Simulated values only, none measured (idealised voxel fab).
process module | voxel wiring stack
cross-section cut | 255 nm wide | cells 5 nm
A cross-section is a grid of square cells, given in bands from the top down. A band is one or more rows of cells.
Each band's line starts with the height of the band's top and of its bottom, in nm. Then come its materials from left to right, each with its width in nm. One material with "throughout" fills the band from edge to edge. "air" is empty space.
Height 0 is the level under which the wafer as received is all one material. The lowest band goes on downwards, as in "0 down".
A width such as "30 to 40" changes by the same amount from each row of cells to the next, from the band's top row to its bottom row.
"no change" after a step means that no cell of the cross-section changed.
closed voids: empty space of 8 cells or more with no open way to the top, each as width x height at its distance from the left edge, in nm
after a step's settings: what the simulator itself notes on the step
overlay nm, on a step with a mask: how far to the right of its planned place the mask lay; to the left if negative
plan
1 op RECEIVE | material Si
2 op CONFORMAL_DEP | material SiO2 | thk nm 10
3 op CONFORMAL_DEP | material SiCN | thk nm 5
4 op DIRECTIONAL_DEP | material SiO2 | thk nm 20
5 op MASKED_ETCH | tone open | mask id METAL_1 | width nm 25 | pitch nm 55 | etch materials SiO2 | depth nm 20 | overlay nm 0
6 op MASKED_ETCH | tone open | mask id METAL_1 | width nm 25 | pitch nm 55 | etch materials SiCN | depth nm 5 | overlay nm 0
7 op CONFORMAL_DEP | material TiN | thk nm 5
8 op FILL_DEP | material W | thk nm 5
9 op CMP | height nm 35
10 op EPI | material Ru | thk nm 5
11 op FILL_DEP | material SiCN | thk nm 5
12 op DIRECTIONAL_DEP | material lowk | thk nm 25
13 op DIRECTIONAL_DEP | material aC | thk nm 10
14 op PATTERN | tone open | mask id METAL_2_HOLES | material resist | width nm 15 | pitch nm 55 | thk nm 30 | overlay nm 0
15 op DIRECTIONAL_ETCH | etch materials aC | depth nm 10
16 op STRIP | etch materials resist
17 op DIRECTIONAL_ETCH | etch materials lowk | depth nm 25
18 op STRIP | etch materials aC
19 op PATTERN | tone open | mask id METAL_2 | material resist | width nm 25 | pitch nm 55 | thk nm 20 | overlay nm 0
20 op DIRECTIONAL_ETCH | etch materials lowk | depth nm 15
21 op DIRECTIONAL_ETCH | etch materials SiCN | depth nm 5
22 op STRIP | etch materials resist
23 op CONFORMAL_DEP | material TiN | thk nm 5
24 op FILL_DEP | material Ru | thk nm 10
25 op CMP | height nm 70
26 op CONFORMAL_DEP | material SiCN | thk nm 5
27 op DIRECTIONAL_DEP | material lowk | thk nm 25
28 op DIRECTIONAL_DEP | material aC | thk nm 15
29 op PATTERN | tone open | mask id METAL_3 | material resist | width nm 25 | pitch nm 55 | thk nm 30 | overlay nm 0
30 op DIRECTIONAL_ETCH | etch materials aC | depth nm 15
31 op STRIP | etch materials resist
32 op DIRECTIONAL_ETCH | etch materials lowk | depth nm 15
33 op STRIP | etch materials aC
34 op PATTERN | tone open | mask id METAL_3_HOLES | material resist | width nm 15 | pitch nm 55 | thk nm 20 | overlay nm 0
35 op DIRECTIONAL_ETCH | etch materials lowk | depth nm 10
36 op DIRECTIONAL_ETCH | etch materials SiCN | depth nm 5
37 op STRIP | etch materials resist
38 op CONFORMAL_DEP | material TiN | thk nm 5
39 op FILL_DEP | material Cu | thk nm 10
40 op CMP | height nm 100
41 op CONFORMAL_DEP | material SiN | thk nm 5
as received, after step 1
  0 down: Si throughout
  closed voids: none
first wafer at the end, as planned
  105 to 100: SiN throughout
  100 to 90: lowk 60 | TiN 5 | Cu 15 | TiN 5 | lowk 30 | TiN 5 | Cu 15 | TiN 5 | lowk 30 | TiN 5 | Cu 15 | TiN 5 | lowk 60
  90 to 85: lowk 60 | TiN 5 | Cu 5 | TiN 15 | lowk 30 | TiN 5 | Cu 5 | TiN 15 | lowk 30 | TiN 5 | Cu 5 | TiN 15 | lowk 60
  85 to 75: lowk 60 | TiN 5 | Cu 5 | TiN 5 | lowk 40 | TiN 5 | Cu 5 | TiN 5 | lowk 40 | TiN 5 | Cu 5 | TiN 5 | lowk 70
  75 to 70: SiCN 60 | TiN 15 | SiCN 40 | TiN 15 | SiCN 40 | TiN 15 | SiCN 70
  70 to 60: lowk 60 | TiN 5 | Ru 15 | TiN 5 | lowk 30 | TiN 5 | Ru 15 | TiN 5 | lowk 30 | TiN 5 | Ru 15 | TiN 5 | lowk 60
  60 to 55: lowk 60 | TiN 5 | Ru 5 | TiN 15 | lowk 30 | TiN 5 | Ru 5 | TiN 15 | lowk 30 | TiN 5 | Ru 5 | TiN 15 | lowk 60
  55 to 45: lowk 60 | TiN 5 | Ru 5 | TiN 5 | lowk 40 | TiN 5 | Ru 5 | TiN 5 | lowk 40 | TiN 5 | Ru 5 | TiN 5 | lowk 70
  45 to 40: SiCN 60 | TiN 15 | SiCN 40 | TiN 15 | SiCN 40 | TiN 15 | SiCN 70
  40 to 35: SiCN 55 | Ru 35 | SiCN 20 | Ru 35 | SiCN 20 | Ru 35 | SiCN 55
  35 to 15: SiO2 60 | TiN 5 | W 15 | TiN 5 | SiO2 30 | TiN 5 | W 15 | TiN 5 | SiO2 30 | TiN 5 | W 15 | TiN 5 | SiO2 60
  15 to 10: SiCN 60 | TiN 25 | SiCN 30 | TiN 25 | SiCN 30 | TiN 25 | SiCN 60
  10 to 0: SiO2 throughout
  0 down: Si throughout
  closed voids: none
second wafer at the end: like start, like plan, one mistake
  105 to 100: SiN throughout
  100 to 90: lowk 60 | TiN 5 | Cu 15 | TiN 5 | lowk 30 | TiN 5 | Cu 15 | TiN 5 | lowk 30 | TiN 5 | Cu 15 | TiN 5 | lowk 60
  90 to 85: lowk 60 | TiN 5 | Cu 5 | TiN 15 | lowk 30 | TiN 5 | Cu 5 | TiN 15 | lowk 30 | TiN 5 | Cu 5 | TiN 15 | lowk 60
  85 to 75: lowk 60 | TiN 5 | Cu 5 | TiN 5 | lowk 40 | TiN 5 | Cu 5 | TiN 5 | lowk 40 | TiN 5 | Cu 5 | TiN 5 | lowk 70
  75 to 70: SiCN 60 | TiN 15 | SiCN 40 | TiN 15 | SiCN 40 | TiN 15 | SiCN 70
  70 to 60: lowk 60 | TiN 5 | Ru 15 | TiN 5 | lowk 30 | TiN 5 | Ru 15 | TiN 5 | lowk 30 | TiN 5 | Ru 15 | TiN 5 | lowk 60
  60 to 55: lowk 60 | TiN 5 | Ru 5 | TiN 15 | lowk 30 | TiN 5 | Ru 5 | TiN 15 | lowk 30 | TiN 5 | Ru 5 | TiN 15 | lowk 60
  55 to 45: lowk 60 | TiN 5 | Ru 5 | TiN 5 | lowk 40 | TiN 5 | Ru 5 | TiN 5 | lowk 40 | TiN 5 | Ru 5 | TiN 5 | lowk 70
  45 to 40: SiCN 60 | TiN 15 | SiCN 40 | TiN 15 | SiCN 40 | TiN 15 | SiCN 70
  40 to 35: SiCN 55 | Ru 35 | SiCN 20 | Ru 35 | SiCN 20 | Ru 35 | SiCN 55
  35 to 20: SiO2 60 | TiN 5 | W 15 | TiN 5 | SiO2 30 | TiN 5 | W 15 | TiN 5 | SiO2 30 | TiN 5 | W 15 | TiN 5 | SiO2 60
  20 to 15: SiO2 60 | TiN 5 | W 10 | TiN 10 | SiO2 30 | TiN 5 | W 10 | TiN 10 | SiO2 30 | TiN 5 | W 10 | TiN 10 | SiO2 60
  15 to 10: SiCN 60 | TiN 20 | SiCN 35 | TiN 20 | SiCN 35 | TiN 20 | SiCN 65
  10 to 0: SiO2 throughout
  0 down: Si throughout
  closed voids: none
what went wrong: step 6 ran as: op MASKED_ETCH | tone open | mask id METAL_1 | width nm 25 | pitch nm 55 | etch materials SiCN | depth nm 5 | overlay nm -5
at the end the second wafer has, in cells: 3 more of SiCN | 3 fewer of W
